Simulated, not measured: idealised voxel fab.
The process module that follows is named voxel gate over fins.
Pictured: cross-section cut, 240 nm wide, on a grid of 5 nm square cells.
Square cells in a grid make up a cross-section in this document, and the grid is given as bands, listed from the top down, each one or more rows of cells. Each band's line starts with the height of the band's top and of its bottom, in nm. Then come its materials from left to right, each with its width in nm. One material with "all across" fills the band from edge to edge. "empty" is empty space. Where do heights start? At 0: under that level the wafer as delivered is made of one material only. And the lowest band has no floor; it just carries on downward, as in "from 0 down". Width "30 to 40": first value at the band's top row of cells, second value at its bottom row, equal change from row to row. "remained unchanged" means the step left every cell of the cross-section as it was. "Voids lacking openings" enumerates empty spaces isolated from the top, with no open way to it, that contain at least 8 cells, giving each as width x height at distance from the left edge, all three in nm. Anything after a step's settings on that line? It's the simulator's own note about the step. The "overlay nm" setting may appear on a step's line; for a step that uses a mask, it gives how far to the right of its planned position the mask lay, and a negative value indicates the left.

Set out below are the planned steps of the process:
1. RECEIVE,material Si
2. CONFORMAL_DEP,material SiN,thk nm 5
3. PATTERN,tone cover,mask id FINS,material resist,width nm 15,pitch nm 55,thk nm 20,overlay nm 0
4. DIRECTIONAL_ETCH,etch materials SiN,depth nm 5
5. DIRECTIONAL_ETCH,etch materials Si,depth nm 35
6. STRIP,etch materials resist
7. OXIDIZE,depth nm 5
8. FILL_DEP,material SiO2,thk nm 15
9. CMP,height nm 5
10. MASKED_ETCH,tone open,mask id RAIL,width nm 15,etch materials SiO2,depth nm 35,overlay nm 0
11. CONFORMAL_DEP,material TiN,thk nm 5
12. FILL_DEP,material Ru,thk nm 10
13. CMP,height nm 5
14. SELECTIVE_ETCH,etch materials W Ru TiN,depth nm 25
15. FILL_DEP,material SiO2,thk nm 5
16. CMP,height nm 5
17. SELECTIVE_ETCH,etch materials SiO2,depth nm 15
18. STRIP,etch materials SiN
19. CONFORMAL_DEP,material HfO2,thk nm 5
20. CONFORMAL_DEP,material TiN,thk nm 5
21. CONFORMAL_DEP,material TiAl,thk nm 5
22. CONFORMAL_DEP,material TiN,thk nm 5
23. FILL_DEP,material W,thk nm 10
24. CMP,height nm 25
25. CONFORMAL_DEP,material SiCN,thk nm 10

So this is the incoming wafer in cross-section - it's already been through step 1:
  from 0 down: Si all across
  Voids lacking openings: none

a wafer at the end: this start, this plan, one mistake:
  from 35 to 25: SiCN all across
  from 25 to 20: W all across
  from 20 to 15: W 70; TiN 45; W 10; TiN 45; W 70
  from 15 to 10: W 70; TiN 5; TiAl 35; TiN 5; W 10; TiN 5; TiAl 35; TiN 5; W 70
  from 10 to 5: TiN 75; TiAl 5; TiN 25; TiAl 5; TiN 20; TiAl 5; TiN 25; TiAl 5; TiN 75
  from 5 to 0: TiAl 80; TiN 5; HfO2 15; TiN 5; TiAl 30; TiN 5; HfO2 15; TiN 5; TiAl 80
  from 0 to -5: TiN 85; HfO2 5; Si 5; HfO2 5; TiN 40; HfO2 5; Si 5; HfO2 5; TiN 85
  from -5 to -10: HfO2 90; Si 5; HfO2 50; Si 5; HfO2 90
  from -10 to -20: SiO2 90; Si 5; SiO2 50; Si 5; SiO2 90
  from -20 to -25: SiO2 90; Si 5; SiO2 10; TiN 5; Ru 5; TiN 5; SiO2 25; Si 5; SiO2 90
  from -25 to -30: SiO2 90; Si 5; SiO2 10; TiN 15; SiO2 25; Si 5; SiO2 90
  from -30 to -40: SiO2 90; Si 5; SiO2 50; Si 5; SiO2 90
  from -40 down: Si all across
  Voids lacking openings: none
So what did we get wrong on this run? step 10 did not use the planned setting and instead ran as MASKED_ETCH,tone open,mask id RAIL,width nm 15,etch materials SiO2,depth nm 35,overlay nm -5
